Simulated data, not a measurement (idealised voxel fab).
The document below concerns the process module designated voxel self aligned vias.
Cross-section cut: width 220 nm, square cells of 5 nm.
Each cross-section below is a grid of square cells, stated as bands in top-down order, with one or more rows of cells making up each band.
In this notation a band is specified by the heights of its top and bottom, in that order and in nm, after which its materials appear from left to right, each paired with its width in nm. The word "edge to edge" attached to a single material means that material fills the band from edge to edge; the word "air" stands for empty space.
A quick word on heights: they are counted from 0, and under that level the wafer as it came to us is one material throughout. The lowest band is different from the rest in having no bottom; it simply continues downward, written as in "top 0, no bottom".
Width: "30..40" (first number = top row, second number = bottom row, same change from row to row of cells).
You'll sometimes find "no change" written for a step, and that's the way of saying that nowhere in the cross-section did a cell change during that step.
Heads up: "Enclosed void listing" only lists the empty pockets with no open path to the top that are 8 cells or more, and it writes them as width x height at distance, distance from the left edge, in nm.
Formally, on a step line, whatever follows the settings is a remark that the simulator itself makes on the step.
"overlay nm" answers the question of how far to the right of plan the mask lay on a step that has a mask, and when it is negative the answer is to the left.

Below is the list of planned process steps:
1: RECEIVE [material Si]
2: CONFORMAL_DEP [material SiO2] [thk nm 15]
3: CONFORMAL_DEP [material SiCN] [thk nm 5]
4: DIRECTIONAL_DEP [material SiO2] [thk nm 25]
5: DIRECTIONAL_DEP [material aC] [thk nm 10]
6: PATTERN [tone open] [mask id LINES] [material resist] [width nm 30] [pitch nm 70] [thk nm 25] [overlay nm 0]
7: DIRECTIONAL_ETCH [etch materials aC] [depth nm 10]
8: STRIP [etch materials resist]
9: DIRECTIONAL_ETCH [etch materials SiO2] [depth nm 25]
10: STRIP [etch materials aC]
11: CONFORMAL_DEP [material TiN] [thk nm 5]
12: FILL_DEP [material Ru] [thk nm 10]
13: CMP [height nm 45]
14: SELECTIVE_ETCH [etch materials W Ru TiN] [depth nm 10]
15: FILL_DEP [material SiN] [thk nm 10]
16: CMP [height nm 45]
17: DIRECTIONAL_DEP [material SiO2] [thk nm 15]
18: MASKED_ETCH [tone open] [mask id VIAS] [width nm 50] [pitch nm 70] [etch materials SiO2] [depth nm 15] [overlay nm 0]
19: MASKED_ETCH [tone open] [mask id VIAS] [width nm 50] [pitch nm 70] [etch materials SiN] [depth nm 10] [overlay nm 0]
20: CONFORMAL_DEP [material TiN] [thk nm 5]
21: FILL_DEP [material Cu] [thk nm 5]
22: CMP [height nm 60]
23: CONFORMAL_DEP [material SiCN] [thk nm 5]

Cross-section: wafer on arrival = after step 1:
- top 0, no bottom  Si edge to edge
- Enclosed void listing: none

first wafer at the end, as planned:
- top 65, bottom 60  SiCN edge to edge
- top 60, bottom 50  SiO2: 50; TiN: 5; Cu: 40; TiN: 5; SiO2: 20; TiN: 5; Cu: 40; TiN: 5; SiO2: 50
- top 50, bottom 40  SiO2: 50..60; TiN: 15..5; Cu: 20; TiN: 15..5; SiO2: 20..40; TiN: 15..5; Cu: 20; TiN: 15..5; SiO2: 50..60
- top 40, bottom 35  SiO2: 60; TiN: 30; SiO2: 40; TiN: 30; SiO2: 60
- top 35, bottom 25  SiO2: 60; TiN: 5; Ru: 20; TiN: 5; SiO2: 40; TiN: 5; Ru: 20; TiN: 5; SiO2: 60
- top 25, bottom 20  SiO2: 60; TiN: 30; SiO2: 40; TiN: 30; SiO2: 60
- top 20, bottom 15  SiCN edge to edge
- top 15, bottom 0  SiO2 edge to edge
- top 0, no bottom  Si edge to edge
- Enclosed void listing: none

Cross-sectional view: second of two wafers, end of module; start and plan identical to the first, one mistake in running:
- top 65, bottom 60  SiCN edge to edge
- top 60, bottom 45  SiO2: 50; TiN: 5; Cu: 40; TiN: 5; SiO2: 20; TiN: 5; Cu: 40; TiN: 5; SiO2: 50
- top 45, bottom 40  SiN: 50; TiN: 15; Cu: 20; TiN: 15; SiN: 20; TiN: 15; Cu: 20; TiN: 15; SiN: 50
- top 40, bottom 35  SiO2: 60; TiN: 30; SiO2: 40; TiN: 30; SiO2: 60
- top 35, bottom 20  SiO2: 60; TiN: 5; Ru: 20; TiN: 5; SiO2: 40; TiN: 5; Ru: 20; TiN: 5; SiO2: 60
- top 20, bottom 15  SiO2: 60; TiN: 30; SiO2: 40; TiN: 30; SiO2: 60
- top 15, bottom 0  SiO2 edge to edge
- top 0, no bottom  Si edge to edge
- Enclosed void listing: none
Want to know what went wrong? no execution of plan step 3; skipped
Materials where the second wafer ends with more or fewer cells than the first: 8 more of Cu, 8 more of Ru, 44 fewer of SiCN, 24 more of SiN, 4 more of TiN
